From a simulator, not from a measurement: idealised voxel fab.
Proc. module: voxel capacitor over wiring
cross-section cut | 205 nm wide | cells 5 nm
When this document writes out a cross-section, it uses a grid of square cells and lists it as bands, beginning at the top and moving down, with a band standing for one or more rows of cells. Band entry format. Leading values: height of top, height of bottom, nm. Remainder: materials in left-to-right order, each with its width in nm. Special words: "all across" on a single material, which then fills the band edge to edge; "empty", empty space. Heights are expressed relative to 0, this being the level below which the as-received wafer comprises one material exclusively. The lowest band is unbounded in the downward direction and is denoted as in "top 0, no bottom". Think of "30->40" as a width that walks from the first number to the second as you go down the band, top row to bottom row, taking equal-sized steps from row to row. Any step labelled "identical to before" changed none of the cells in the cross-section. The entry titled "Voids, sealed" provides the empty spaces that have no open way to the top, restricted to those of 8 cells or more. Each is presented as width x height at distance, the distance being measured from the left edge, with all three in nm. Past the settings on a step's line: simulator remark, on that step. Steps that use a mask can have "overlay nm" on their line. It says how far the mask sat to the right of where it was meant to be. Negative means to the left. So the way this works: pairs, before and after one process step. The after picture only goes down to the lowest band that actually changed, nothing below. Step and its settings are under each pair. And watch out, pairs might come from different runs of this module, same starting wafer though, so a pair only follows on from the one above if its "Prior to processing" entry tells you so.

### Prior to processing
> top 105, bottom 100 = Cu all across
> top 100, bottom 95 = TiN 75, Cu 5, TiN 125
> top 95, bottom 85 = SiO2 70, TiN 5, Cu 5, TiN 5, SiO2 120
> top 85, bottom 80 = SiO2 70, TiN 15, SiO2 120
> top 80, bottom 70 = SiO2 60, TiN 55, SiO2 90
> top 70, bottom 65 = SiO2 60, SiN 55, SiO2 90
> top 65, bottom 55 = SiO2 55, TiN 65, SiO2 85
> top 55, bottom 40 = SiO2 60, Ru 15, SiO2 130
> top 40, bottom 35 = SiCN 60, Ru 15, SiCN 130
> top 35, bottom 30 = TiN 60, Cu 10, TiN 60, Cu 10, TiN 65
> top 30, bottom 10 = lowk 55, TiN 5, Cu 10, TiN 5, lowk 50, TiN 5, Cu 10, TiN 5, lowk 60
> top 10, bottom 5 = SiN 55, TiN 20, SiN 50, TiN 20, SiN 60
> top 5, bottom 0 = SiO2 all across
> top 0, no bottom = Si all across
> Voids, sealed: none

### Resultant Cross-Section
> top 95, bottom 85 = SiO2 70, TiN 5, Cu 5, TiN 5, SiO2 120
> Nothing below the height 85 has changed.
> Voids, sealed: none
Name the step between the before and after sections above: CMP with height nm 95

Prior to processing: nothing new to draw here, it's the after view of the pair just above.

### Resultant Cross-Section
> top 100, bottom 95 = SiCN all across
> Nothing below the height 95 has changed.
> Voids, sealed: none
Name the step between the before and after sections above: CONFORMAL_DEP with material SiCN, thk nm 5

### Prior to processing
> top 95, bottom 80 = aC all across
> top 80, bottom 70 = TiN all across
> top 70, bottom 65 = SiN all across
> top 65, bottom 55 = TiN all across
> top 55, bottom 40 = SiO2 60, Ru 15, SiO2 130
> top 40, bottom 35 = SiCN 60, Ru 15, SiCN 130
> top 35, bottom 15 = lowk 55, TiN 5, Cu 10, TiN 5, lowk 50, TiN 5, Cu 10, TiN 5, lowk 60
> top 15, bottom 10 = SiN 55, TiN 20, SiN 50, TiN 20, SiN 60
> top 10, bottom 0 = SiO2 all across
> top 0, no bottom = Si all across
> Voids, sealed: none

### Resultant Cross-Section
> top 130, bottom 95 = empty 65, resist 45, empty 95
> Nothing below the height 95 has changed.
> Voids, sealed: none
Name the step between the before and after sections above: PATTERN with tone cover, mask id UPPER_PLATE, material resist, width nm 45, thk nm 35, overlay nm 0

Prior to processing: nothing new to draw here, it's the after view of the pair just above.

### Resultant Cross-Section
> top 115, bottom 95 = empty 65, resist 45, empty 95
> top 95, bottom 80 = empty 65, aC 45, empty 95
> Nothing below the height 80 has changed.
> Voids, sealed: none
Name the step between the before and after sections above: DIRECTIONAL_ETCH with etch materials aC, depth nm 15

Prior to processing: nothing new to draw here, it's the after view of the pair just above.

### Resultant Cross-Section
> top 95, bottom 80 = empty 65, aC 45, empty 95
> Nothing below the height 80 has changed.
> Voids, sealed: none
Name the step between the before and after sections above: STRIP with etch materials resist

Prior to processing: nothing new to draw here, it's the after view of the pair just above.

### Resultant Cross-Section
> top 95, bottom 80 = empty 65, aC 45, empty 95
> top 80, bottom 70 = empty 65, TiN 45, empty 95
> Nothing below the height 70 has changed.
> Voids, sealed: none
Name the step between the before and after sections above: DIRECTIONAL_ETCH with etch materials TiN, depth nm 10

Prior to processing: nothing new to draw here, it's the after view of the pair just above.

### Resultant Cross-Section
> top 95, bottom 80 = empty 65, aC 45, empty 95
> top 80, bottom 70 = empty 65, TiN 45, empty 95
> top 70, bottom 65 = empty 65, SiN 45, empty 95
> Nothing below the height 65 has changed.
> Voids, sealed: none
Name the step between the before and after sections above: DIRECTIONAL_ETCH with etch materials SiN, depth nm 5

Prior to processing: nothing new to draw here, it's the after view of the pair just above.

### Resultant Cross-Section
> top 80, bottom 70 = empty 65, TiN 45, empty 95
> Nothing below the height 70 has changed.
> Voids, sealed: none
Name the step between the before and after sections above: STRIP with etch materials aC

Prior to processing: nothing new to draw here, it's the after view of the pair just above.

### Resultant Cross-Section
> top 80, bottom 70 = empty 65, TiN 45, empty 95
> top 70, bottom 65 = empty 65, SiN 45, empty 95
> top 65, bottom 55 = empty 55, TiN 65, empty 85
> Nothing below the height 55 has changed.
> Voids, sealed: none
Name the step between the before and after sections above: MASKED_ETCH with tone cover, mask id LOWER_PLATE, width nm 65, etch materials TiN, depth nm 10, overlay nm 0

Prior to processing: nothing new to draw here, it's the after view of the pair just above.

### Resultant Cross-Section
> top 100, bottom 80 = SiO2 all across
> top 80, bottom 70 = SiO2 65, TiN 45, SiO2 95
> top 70, bottom 65 = SiO2 65, SiN 45, SiO2 95
> top 65, bottom 55 = SiO2 55, TiN 65, SiO2 85
> Nothing below the height 55 has changed.
> Voids, sealed: none
Name the step between the before and after sections above: FILL_DEP with material SiO2, thk nm 20

Prior to processing: nothing new to draw here, it's the after view of the pair just above.

### Resultant Cross-Section
> top 95, bottom 80 = SiO2 all across
> Nothing below the height 80 has changed.
> Voids, sealed: none
Name the step between the before and after sections above: CMP with height nm 95

Prior to processing: nothing new to draw here, it's the after view of the pair just above.

### Resultant Cross-Section
> top 95, bottom 80 = SiO2 70, empty 15, SiO2 120
> Nothing below the height 80 has changed.
> Voids, sealed: none
Name the step between the before and after sections above: MASKED_ETCH with tone open, mask id PLUG_2, width nm 15, etch materials SiO2, depth nm 15, overlay nm 0

Prior to processing: nothing new to draw here, it's the after view of the pair just above.

### Resultant Cross-Section
> top 100, bottom 95 = TiN 75, empty 5, TiN 125
> top 95, bottom 85 = SiO2 70, TiN 5, empty 5, TiN 5, SiO2 120
> top 85, bottom 80 = SiO2 70, TiN 15, SiO2 120
> Nothing below the height 80 has changed.
> Voids, sealed: none
Name the step between the before and after sections above: CONFORMAL_DEP with material TiN, thk nm 5

Prior to processing: nothing new to draw here, it's the after view of the pair just above.

### Resultant Cross-Section
> top 105, bottom 100 = Cu all across
> top 100, bottom 95 = TiN 75, Cu 5, TiN 125
> top 95, bottom 85 = SiO2 70, TiN 5, Cu 5, TiN 5, SiO2 120
> Nothing below the height 85 has changed.
> Voids, sealed: none
Name the step between the before and after sections above: FILL_DEP with material Cu, thk nm 5

Prior to processing: nothing new to draw here, it's the after view of the pair just above.

### Resultant Cross-Section
> top 95, bottom 85 = SiO2 70, TiN 5, Cu 5, TiN 5, SiO2 120
> Nothing below the height 85 has changed.
> Voids, sealed: none
Name the step between the before and after sections above: CMP with height nm 95

Prior to processing: nothing new to draw here, it's the after view of the pair just above.

### Resultant Cross-Section
> top 100, bottom 95 = SiCN all across
> Nothing below the height 95 has changed.
> Voids, sealed: none
Name the step between the before and after sections above: CONFORMAL_DEP with material SiCN, thk nm 5

### Prior to processing
> top 70, bottom 55 = aC all across
> top 55, bottom 40 = SiO2 all across
> top 40, bottom 35 = SiCN all across
> top 35, bottom 15 = lowk 55, TiN 5, Cu 10, TiN 5, lowk 50, TiN 5, Cu 10, TiN 5, lowk 60
> top 15, bottom 10 = SiN 55, TiN 20, SiN 50, TiN 20, SiN 60
> top 10, bottom 0 = SiO2 all across
> top 0, no bottom = Si all across
> Voids, sealed: none

### Resultant Cross-Section
> top 100, bottom 70 = resist 50, empty 15, resist 140
> Nothing below the height 70 has changed.
> Voids, sealed: none
Name the step between the before and after sections above: PATTERN with tone open, mask id PLUG_1, material resist, width nm 15, thk nm 30, overlay nm -10

Prior to processing: nothing new to draw here, it's the after view of the pair just above.

### Resultant Cross-Section
> top 85, bottom 70 = resist 50, empty 15, resist 140
> top 70, bottom 55 = aC 50, empty 15, aC 140
> Nothing below the height 55 has changed.
> Voids, sealed: none
Name the step between the before and after sections above: DIRECTIONAL_ETCH with etch materials aC, depth nm 15

Prior to processing: nothing new to draw here, it's the after view of the pair just above.

### Resultant Cross-Section
> top 70, bottom 55 = aC 50, empty 15, aC 140
> Nothing below the height 55 has changed.
> Voids, sealed: none
Name the step between the before and after sections above: STRIP with etch materials resist

Prior to processing: nothing new to draw here, it's the after view of the pair just above.

### Resultant Cross-Section
> top 70, bottom 55 = aC 50, empty 15, aC 140
> top 55, bottom 40 = SiO2 50, empty 15, SiO2 140
> Nothing below the height 40 has changed.
> Voids, sealed: none
Name the step between the before and after sections above: DIRECTIONAL_ETCH with etch materials SiO2, depth nm 15

Prior to processing: nothing new to draw here, it's the after view of the pair just above.

### Resultant Cross-Section
> top 70, bottom 55 = aC 50, empty 15, aC 140
> top 55, bottom 40 = SiO2 50, empty 15, SiO2 140
> top 40, bottom 35 = SiCN 50, empty 15, SiCN 140
> Nothing below the height 35 has changed.
> Voids, sealed: none
Name the step between the before and after sections above: DIRECTIONAL_ETCH with etch materials SiCN, depth nm 5

Prior to processing: nothing new to draw here, it's the after view of the pair just above.

### Resultant Cross-Section
> top 55, bottom 40 = SiO2 50, empty 15, SiO2 140
> Nothing below the height 40 has changed.
> Voids, sealed: none
Name the step between the before and after sections above: STRIP with etch materials aC

Prior to processing: nothing new to draw here, it's the after view of the pair just above.

### Resultant Cross-Section
> top 55, bottom 45 = SiO2 50, empty 15, SiO2 140
> top 45, bottom 40 = SiO2 50, Ru 15, SiO2 140
> top 40, bottom 35 = SiCN 50, Ru 15, SiCN 140
> Nothing below the height 35 has changed.
> Voids, sealed: none
Name the step between the before and after sections above: EPI with material Ru, thk nm 10

Prior to processing: nothing new to draw here, it's the after view of the pair just above.

### Resultant Cross-Section
> top 55, bottom 40 = SiO2 50, Ru 15, SiO2 140
> Nothing below the height 40 has changed.
> Voids, sealed: none
Name the step between the before and after sections above: EPI with material Ru, thk nm 10

Prior to processing: nothing new to draw here, it's the after view of the pair just above.

### Resultant Cross-Section
> top 65, bottom 55 = TiN all across
> Nothing below the height 55 has changed.
> Voids, sealed: none
Name the step between the before and after sections above: DIRECTIONAL_DEP with material TiN, thk nm 10

Prior to processing: nothing new to draw here, it's the after view of the pair just above.

### Resultant Cross-Section
> top 70, bottom 65 = SiN all across
> Nothing below the height 65 has changed.
> Voids, sealed: none
Name the step between the before and after sections above: DIRECTIONAL_DEP with material SiN, thk nm 5

Prior to processing: nothing new to draw here, it's the after view of the pair just above.

### Resultant Cross-Section
> top 80, bottom 70 = TiN all across
> Nothing below the height 70 has changed.
> Voids, sealed: none
Name the step between the before and after sections above: DIRECTIONAL_DEP with material TiN, thk nm 10

Prior to processing: nothing new to draw here, it's the after view of the pair just above.

### Resultant Cross-Section
> top 95, bottom 80 = aC all across
> Nothing below the height 80 has changed.
> Voids, sealed: none
Name the step between the before and after sections above: DIRECTIONAL_DEP with material aC, thk nm 15

Prior to processing: nothing new to draw here, it's the after view of the pair just above.

### Resultant Cross-Section
> top 130, bottom 95 = empty 60, resist 55, empty 90
> Nothing below the height 95 has changed.
> Voids, sealed: none
Name the step between the before and after sections above: PATTERN with tone cover, mask id UPPER_PLATE, material resist, width nm 55, thk nm 35, overlay nm 0

Prior to processing: nothing new to draw here, it's the after view of the pair just above.

### Resultant Cross-Section
> top 115, bottom 95 = empty 60, resist 55, empty 90
> top 95, bottom 80 = empty 60, aC 55, empty 90
> Nothing below the height 80 has changed.
> Voids, sealed: none
Name the step between the before and after sections above: DIRECTIONAL_ETCH with etch materials aC, depth nm 15

Prior to processing: nothing new to draw here, it's the after view of the pair just above.

### Resultant Cross-Section
> top 95, bottom 80 = empty 60, aC 55, empty 90
> Nothing below the height 80 has changed.
> Voids, sealed: none
Name the step between the before and after sections above: STRIP with etch materials resist

Prior to processing: nothing new to draw here, it's the after view of the pair just above.

### Resultant Cross-Section
> top 95, bottom 80 = empty 60, aC 55, empty 90
> top 80, bottom 70 = empty 60, TiN 55, empty 90
> Nothing below the height 70 has changed.
> Voids, sealed: none
Name the step between the before and after sections above: DIRECTIONAL_ETCH with etch materials TiN, depth nm 10

Prior to processing: nothing new to draw here, it's the after view of the pair just above.

### Resultant Cross-Section
> top 95, bottom 80 = empty 60, aC 55, empty 90
> top 80, bottom 70 = empty 60, TiN 55, empty 90
> top 70, bottom 65 = empty 60, SiN 55, empty 90
> Nothing below the height 65 has changed.
> Voids, sealed: none
Name the step between the before and after sections above: DIRECTIONAL_ETCH with etch materials SiN, depth nm 5

Prior to processing: nothing new to draw here, it's the after view of the pair just above.

### Resultant Cross-Section
> top 80, bottom 70 = empty 60, TiN 55, empty 90
> Nothing below the height 70 has changed.
> Voids, sealed: none
Name the step between the before and after sections above: STRIP with etch materials aC

Prior to processing: nothing new to draw here, it's the after view of the pair just above.

### Resultant Cross-Section
> top 80, bottom 70 = empty 60, TiN 55, empty 90
> top 70, bottom 65 = empty 60, SiN 55, empty 90
> top 65, bottom 55 = empty 55, TiN 65, empty 85
> Nothing below the height 55 has changed.
> Voids, sealed: none
Name the step between the before and after sections above: MASKED_ETCH with tone cover, mask id LOWER_PLATE, width nm 65, etch materials TiN, depth nm 10, overlay nm 0

Prior to processing: nothing new to draw here, it's the after view of the pair just above.

### Resultant Cross-Section
> top 100, bottom 80 = SiO2 all across
> top 80, bottom 70 = SiO2 60, TiN 55, SiO2 90
> top 70, bottom 65 = SiO2 60, SiN 55, SiO2 90
> top 65, bottom 55 = SiO2 55, TiN 65, SiO2 85
> Nothing below the height 55 has changed.
> Voids, sealed: none
Name the step between the before and after sections above: FILL_DEP with material SiO2, thk nm 20

Prior to processing: nothing new to draw here, it's the after view of the pair just above.

### Resultant Cross-Section
> top 95, bottom 80 = SiO2 all across
> Nothing below the height 80 has changed.
> Voids, sealed: none
Name the step between the before and after sections above: CMP with height nm 95

Prior to processing: nothing new to draw here, it's the after view of the pair just above.

### Resultant Cross-Section
> top 95, bottom 80 = SiO2 70, empty 15, SiO2 120
> Nothing below the height 80 has changed.
> Voids, sealed: none
Name the step between the before and after sections above: MASKED_ETCH with tone open, mask id PLUG_2, width nm 15, etch materials SiO2, depth nm 15, overlay nm 0

Prior to processing: nothing new to draw here, it's the after view of the pair just above.

### Resultant Cross-Section
> top 100, bottom 95 = TiN 75, empty 5, TiN 125
> top 95, bottom 85 = SiO2 70, TiN 5, empty 5, TiN 5, SiO2 120
> top 85, bottom 80 = SiO2 70, TiN 15, SiO2 120
> Nothing below the height 80 has changed.
> Voids, sealed: none
Name the step between the before and after sections above: CONFORMAL_DEP with material TiN, thk nm 5

Prior to processing: nothing new to draw here, it's the after view of the pair just above.

### Resultant Cross-Section
> top 105, bottom 100 = Cu all across
> top 100, bottom 95 = TiN 75, Cu 5, TiN 125
> top 95, bottom 85 = SiO2 70, TiN 5, Cu 5, TiN 5, SiO2 120
> Nothing below the height 85 has changed.
> Voids, sealed: none
Name the step between the before and after sections above: FILL_DEP with material Cu, thk nm 5

Prior to processing: nothing new to draw here, it's the after view of the pair just above.

### Resultant Cross-Section
> top 95, bottom 85 = SiO2 70, TiN 5, Cu 5, TiN 5, SiO2 120
> Nothing below the height 85 has changed.
> Voids, sealed: none
Name the step between the before and after sections above: CMP with height nm 95

Prior to processing: nothing new to draw here, it's the after view of the pair just above.

### Resultant Cross-Section
> top 100, bottom 95 = SiCN all across
> Nothing below the height 95 has changed.
> Voids, sealed: none
Name the step between the before and after sections above: CONFORMAL_DEP with material SiCN, thk nm 5

### Prior to processing
> top 55, bottom 40 = SiO2 60, Ru 15, SiO2 130
> top 40, bottom 35 = SiCN 60, Ru 15, SiCN 130
> top 35, bottom 15 = lowk 55, TiN 5, Cu 10, TiN 5, lowk 50, TiN 5, Cu 10, TiN 5, lowk 60
> top 15, bottom 10 = SiN 55, TiN 20, SiN 50, TiN 20, SiN 60
> top 10, bottom 0 = SiO2 all across
> top 0, no bottom = Si all across
> Voids, sealed: none

### Resultant Cross-Section
> top 65, bottom 55 = lowk all across
> Nothing below the height 55 has changed.
> Voids, sealed: none
Name the step between the before and after sections above: DIRECTIONAL_DEP with material lowk, thk nm 10

Prior to processing: nothing new to draw here, it's the after view of the pair just above.

### Resultant Cross-Section
> top 70, bottom 65 = SiN all across
> Nothing below the height 65 has changed.
> Voids, sealed: none
Name the step between the before and after sections above: DIRECTIONAL_DEP with material SiN, thk nm 5

Prior to processing: nothing new to draw here, it's the after view of the pair just above.

### Resultant Cross-Section
> top 80, bottom 70 = TiN all across
> Nothing below the height 70 has changed.
> Voids, sealed: none
Name the step between the before and after sections above: DIRECTIONAL_DEP with material TiN, thk nm 10

Prior to processing: nothing new to draw here, it's the after view of the pair just above.

### Resultant Cross-Section
> top 95, bottom 80 = aC all across
> Nothing below the height 80 has changed.
> Voids, sealed: none
Name the step between the before and after sections above: DIRECTIONAL_DEP with material aC, thk nm 15

Prior to processing: nothing new to draw here, it's the after view of the pair just above.

### Resultant Cross-Section
> top 130, bottom 95 = empty 60, resist 55, empty 90
> Nothing below the height 95 has changed.
> Voids, sealed: none
Name the step between the before and after sections above: PATTERN with tone cover, mask id UPPER_PLATE, material resist, width nm 55, thk nm 35, overlay nm 0

Prior to processing: nothing new to draw here, it's the after view of the pair just above.

### Resultant Cross-Section
> top 115, bottom 95 = empty 60, resist 55, empty 90
> top 95, bottom 80 = empty 60, aC 55, empty 90
> Nothing below the height 80 has changed.
> Voids, sealed: none
Name the step between the before and after sections above: DIRECTIONAL_ETCH with etch materials aC, depth nm 15

Prior to processing: nothing new to draw here, it's the after view of the pair just above.

### Resultant Cross-Section
> top 95, bottom 80 = empty 60, aC 55, empty 90
> Nothing below the height 80 has changed.
> Voids, sealed: none
Name the step between the before and after sections above: STRIP with etch materials resist

Prior to processing: nothing new to draw here, it's the after view of the pair just above.

### Resultant Cross-Section
> top 95, bottom 80 = empty 60, aC 55, empty 90
> top 80, bottom 70 = empty 60, TiN 55, empty 90
> Nothing below the height 70 has changed.
> Voids, sealed: none
Name the step between the before and after sections above: DIRECTIONAL_ETCH with etch materials TiN, depth nm 10

Prior to processing: nothing new to draw here, it's the after view of the pair just above.

### Resultant Cross-Section
> top 95, bottom 80 = empty 60, aC 55, empty 90
> top 80, bottom 70 = empty 60, TiN 55, empty 90
> top 70, bottom 65 = empty 60, SiN 55, empty 90
> Nothing below the height 65 has changed.
> Voids, sealed: none
Name the step between the before and after sections above: DIRECTIONAL_ETCH with etch materials SiN, depth nm 5

Prior to processing: nothing new to draw here, it's the after view of the pair just above.

### Resultant Cross-Section
> top 80, bottom 70 = empty 60, TiN 55, empty 90
> Nothing below the height 70 has changed.
> Voids, sealed: none
Name the step between the before and after sections above: STRIP with etch materials aC

Prior to processing: nothing new to draw here, it's the after view of the pair just above.

### Resultant Cross-Section
> top 100, bottom 80 = SiO2 all across
> top 80, bottom 70 = SiO2 60, TiN 55, SiO2 90
> top 70, bottom 65 = SiO2 60, SiN 55, SiO2 90
> Nothing below the height 65 has changed.
> Voids, sealed: none
Name the step between the before and after sections above: FILL_DEP with material SiO2, thk nm 20

Prior to processing: nothing new to draw here, it's the after view of the pair just above.

### Resultant Cross-Section
> top 95, bottom 80 = SiO2 all across
> Nothing below the height 80 has changed.
> Voids, sealed: none
Name the step between the before and after sections above: CMP with height nm 95

Prior to processing: nothing new to draw here, it's the after view of the pair just above.

### Resultant Cross-Section
> top 95, bottom 80 = SiO2 70, empty 15, SiO2 120
> Nothing below the height 80 has changed.
> Voids, sealed: none
Name the step between the before and after sections above: MASKED_ETCH with tone open, mask id PLUG_2, width nm 15, etch materials SiO2, depth nm 15, overlay nm 0

Prior to processing: nothing new to draw here, it's the after view of the pair just above.

### Resultant Cross-Section
> top 100, bottom 95 = TiN 75, empty 5, TiN 125
> top 95, bottom 85 = SiO2 70, TiN 5, empty 5, TiN 5, SiO2 120
> top 85, bottom 80 = SiO2 70, TiN 15, SiO2 120
> Nothing below the height 80 has changed.
> Voids, sealed: none
Name the step between the before and after sections above: CONFORMAL_DEP with material TiN, thk nm 5

Prior to processing: nothing new to draw here, it's the after view of the pair just above.

### Resultant Cross-Section
> top 105, bottom 100 = Cu all across
> top 100, bottom 95 = TiN 75, Cu 5, TiN 125
> top 95, bottom 85 = SiO2 70, TiN 5, Cu 5, TiN 5, SiO2 120
> Nothing below the height 85 has changed.
> Voids, sealed: none
Name the step between the before and after sections above: FILL_DEP with material Cu, thk nm 5

Prior to processing: nothing new to draw here, it's the after view of the pair just above.

### Resultant Cross-Section
> top 95, bottom 85 = SiO2 70, TiN 5, Cu 5, TiN 5, SiO2 120
> Nothing below the height 85 has changed.
> Voids, sealed: none
Name the step between the before and after sections above: CMP with height nm 95

Prior to processing: nothing new to draw here, it's the after view of the pair just above.

### Resultant Cross-Section
> top 100, bottom 95 = SiCN all across
> Nothing below the height 95 has changed.
> Voids, sealed: none
Name the step between the before and after sections above: CONFORMAL_DEP with material SiCN, thk nm 5

### Prior to processing
> top 45, bottom 35 = aC all across
> top 35, bottom 15 = lowk all across
> top 15, bottom 10 = SiN all across
> top 10, bottom 0 = SiO2 all across
> top 0, no bottom = Si all across
> Voids, sealed: none

### Resultant Cross-Section
> top 70, bottom 45 = empty 55, resist 20, empty 50, resist 20, empty 60
> Nothing below the height 45 has changed.
> Voids, sealed: none
Name the step between the before and after sections above: PATTERN with tone cover, mask id METAL_1, material resist, width nm 20, pitch nm 70, thk nm 25, overlay nm 0

Prior to processing: nothing new to draw here, it's the after view of the pair just above.

### Resultant Cross-Section
> top 60, bottom 45 = empty 55, resist 20, empty 50, resist 20, empty 60
> top 45, bottom 35 = empty 55, aC 20, empty 50, aC 20, empty 60
> Nothing below the height 35 has changed.
> Voids, sealed: none
Name the step between the before and after sections above: DIRECTIONAL_ETCH with etch materials aC, depth nm 10

Prior to processing: nothing new to draw here, it's the after view of the pair just above.

### Resultant Cross-Section
> top 45, bottom 35 = empty 55, aC 20, empty 50, aC 20, empty 60
> Nothing below the height 35 has changed.
> Voids, sealed: none
Name the step between the before and after sections above: STRIP with etch materials resist

Prior to processing: nothing new to draw here, it's the after view of the pair just above.

### Resultant Cross-Section
> top 45, bottom 35 = empty 55, aC 20, empty 50, aC 20, empty 60
> top 35, bottom 15 = empty 55, lowk 20, empty 50, lowk 20, empty 60
> Nothing below the height 15 has changed.
> Voids, sealed: none
Name the step between the before and after sections above: DIRECTIONAL_ETCH with etch materials lowk, depth nm 20

Prior to processing: nothing new to draw here, it's the after view of the pair just above.

### Resultant Cross-Section
> top 45, bottom 35 = empty 55, aC 20, empty 50, aC 20, empty 60
> top 35, bottom 15 = empty 55, lowk 20, empty 50, lowk 20, empty 60
> top 15, bottom 10 = empty 55, SiN 20, empty 50, SiN 20, empty 60
> Nothing below the height 10 has changed.
> Voids, sealed: none
Name the step between the before and after sections above: DIRECTIONAL_ETCH with etch materials SiN, depth nm 5

Prior to processing: nothing new to draw here, it's the after view of the pair just above.

### Resultant Cross-Section
> top 35, bottom 15 = empty 55, lowk 20, empty 50, lowk 20, empty 60
> Nothing below the height 15 has changed.
> Voids, sealed: none
Name the step between the before and after sections above: STRIP with etch materials aC

Prior to processing: nothing new to draw here, it's the after view of the pair just above.

### Resultant Cross-Section
> top 40, bottom 35 = empty 50, TiN 30, empty 40, TiN 30, empty 55
> top 35, bottom 15 = empty 50, TiN 5, lowk 20, TiN 5, empty 40, TiN 5, lowk 20, TiN 5, empty 55
> top 15, bottom 10 = TiN 55, SiN 20, TiN 50, SiN 20, TiN 60
> Nothing below the height 10 has changed.
> Voids, sealed: none
Name the step between the before and after sections above: CONFORMAL_DEP with material TiN, thk nm 5

Prior to processing: nothing new to draw here, it's the after view of the pair just above.

### Resultant Cross-Section
> top 50, bottom 40 = Cu all across
> top 40, bottom 35 = Cu 50, TiN 30, Cu 40, TiN 30, Cu 55
> top 35, bottom 15 = Cu 50, TiN 5, lowk 20, TiN 5, Cu 40, TiN 5, lowk 20, TiN 5, Cu 55
> Nothing below the height 15 has changed.
> Voids, sealed: none
Name the step between the before and after sections above: FILL_DEP with material Cu, thk nm 10

Prior to processing: nothing new to draw here, it's the after view of the pair just above.

### Resultant Cross-Section
> top 35, bottom 15 = Cu 50, TiN 5, lowk 20, TiN 5, Cu 40, TiN 5, lowk 20, TiN 5, Cu 55
> Nothing below the height 15 has changed.
> Voids, sealed: none
Name the step between the before and after sections above: CMP with height nm 35

Prior to processing: nothing new to draw here, it's the after view of the pair just above.

### Resultant Cross-Section
> top 40, bottom 35 = SiCN all across
> Nothing below the height 35 has changed.
> Voids, sealed: none
Name the step between the before and after sections above: CONFORMAL_DEP with material SiCN, thk nm 5

Prior to processing: nothing new to draw here, it's the after view of the pair just above.

### Resultant Cross-Section
> top 55, bottom 40 = SiO2 all across
> Nothing below the height 40 has changed.
> Voids, sealed: none
Name the step between the before and after sections above: DIRECTIONAL_DEP with material SiO2, thk nm 15

Prior to processing: nothing new to draw here, it's the after view of the pair just above.

### Resultant Cross-Section
> top 70, bottom 55 = aC all across
> Nothing below the height 55 has changed.
> Voids, sealed: none
Name the step between the before and after sections above: DIRECTIONAL_DEP with material aC, thk nm 15

Prior to processing: nothing new to draw here, it's the after view of the pair just above.

### Resultant Cross-Section
> top 100, bottom 70 = resist 60, empty 15, resist 130
> Nothing below the height 70 has changed.
> Voids, sealed: none
Name the step between the before and after sections above: PATTERN with tone open, mask id PLUG_1, material resist, width nm 15, thk nm 30, overlay nm 0

Prior to processing: nothing new to draw here, it's the after view of the pair just above.

### Resultant Cross-Section
> top 85, bottom 70 = resist 60, empty 15, resist 130
> top 70, bottom 55 = aC 60, empty 15, aC 130
> Nothing below the height 55 has changed.
> Voids, sealed: none
Name the step between the before and after sections above: DIRECTIONAL_ETCH with etch materials aC, depth nm 15

Prior to processing: nothing new to draw here, it's the after view of the pair just above.

### Resultant Cross-Section
> top 70, bottom 55 = aC 60, empty 15, aC 130
> Nothing below the height 55 has changed.
> Voids, sealed: none
Name the step between the before and after sections above: STRIP with etch materials resist

Prior to processing: nothing new to draw here, it's the after view of the pair just above.

### Resultant Cross-Section
> top 70, bottom 55 = aC 60, empty 15, aC 130
> top 55, bottom 40 = SiO2 60, empty 15, SiO2 130
> Nothing below the height 40 has changed.
> Voids, sealed: none
Name the step between the before and after sections above: DIRECTIONAL_ETCH with etch materials SiO2, depth nm 15

Prior to processing: nothing new to draw here, it's the after view of the pair just above.

### Resultant Cross-Section
> top 70, bottom 55 = aC 60, empty 15, aC 130
> top 55, bottom 40 = SiO2 60, empty 15, SiO2 130
> top 40, bottom 35 = SiCN 60, empty 15, SiCN 130
> Nothing below the height 35 has changed.
> Voids, sealed: none
Name the step between the before and after sections above: DIRECTIONAL_ETCH with etch materials SiCN, depth nm 5

Prior to processing: nothing new to draw here, it's the after view of the pair just above.

### Resultant Cross-Section
> top 55, bottom 40 = SiO2 60, empty 15, SiO2 130
> Nothing below the height 40 has changed.
> Voids, sealed: none
Name the step between the before and after sections above: STRIP with etch materials aC

Prior to processing: nothing new to draw here, it's the after view of the pair just above.

### Resultant Cross-Section
> top 65, bottom 55 = TiN 60, empty 15, TiN 130
> top 55, bottom 45 = SiO2 60, empty 15, SiO2 130
> top 45, bottom 40 = SiO2 60, TiN 15, SiO2 130
> top 40, bottom 35 = SiCN 60, TiN 15, SiCN 130
> Nothing below the height 35 has changed.
> Voids, sealed: none
Name the step between the before and after sections above: DIRECTIONAL_DEP with material TiN, thk nm 10

Prior to processing: nothing new to draw here, it's the after view of the pair just above.

### Resultant Cross-Section
> top 70, bottom 65 = SiN 60, empty 15, SiN 130
> top 65, bottom 55 = TiN 60, empty 15, TiN 130
> top 55, bottom 50 = SiO2 60, empty 15, SiO2 130
> top 50, bottom 45 = SiO2 60, SiN 15, SiO2 130
> Nothing below the height 45 has changed.
> Voids, sealed: none
Name the step between the before and after sections above: DIRECTIONAL_DEP with material SiN, thk nm 5

Prior to processing: nothing new to draw here, it's the after view of the pair just above.

### Resultant Cross-Section
> top 80, bottom 70 = TiN 60, empty 15, TiN 130
> top 70, bottom 65 = SiN 60, empty 15, SiN 130
> top 65, bottom 60 = TiN 60, empty 15, TiN 130
> top 60, bottom 55 = TiN all across
> top 55, bottom 50 = SiO2 60, TiN 15, SiO2 130
> Nothing below the height 50 has changed.
> Voids, sealed: none
Name the step between the before and after sections above: DIRECTIONAL_DEP with material TiN, thk nm 10

Prior to processing: nothing new to draw here, it's the after view of the pair just above.

### Resultant Cross-Section
> top 95, bottom 80 = aC 60, empty 15, aC 130
> top 80, bottom 75 = TiN 60, empty 15, TiN 130
> top 75, bottom 70 = TiN 60, aC 15, TiN 130
> top 70, bottom 65 = SiN 60, aC 15, SiN 130
> top 65, bottom 60 = TiN 60, aC 15, TiN 130
> Nothing below the height 60 has changed.
> Voids, sealed: none
Name the step between the before and after sections above: DIRECTIONAL_DEP with material aC, thk nm 15

Prior to processing: nothing new to draw here, it's the after view of the pair just above.

### Resultant Cross-Section
> top 130, bottom 95 = empty 60, resist 55, empty 90
> top 95, bottom 80 = aC 60, resist 15, aC 130
> top 80, bottom 75 = TiN 60, resist 15, TiN 130
> Nothing below the height 75 has changed.
> Voids, sealed: none
Name the step between the before and after sections above: PATTERN with tone cover, mask id UPPER_PLATE, material resist, width nm 55, thk nm 35, overlay nm 0
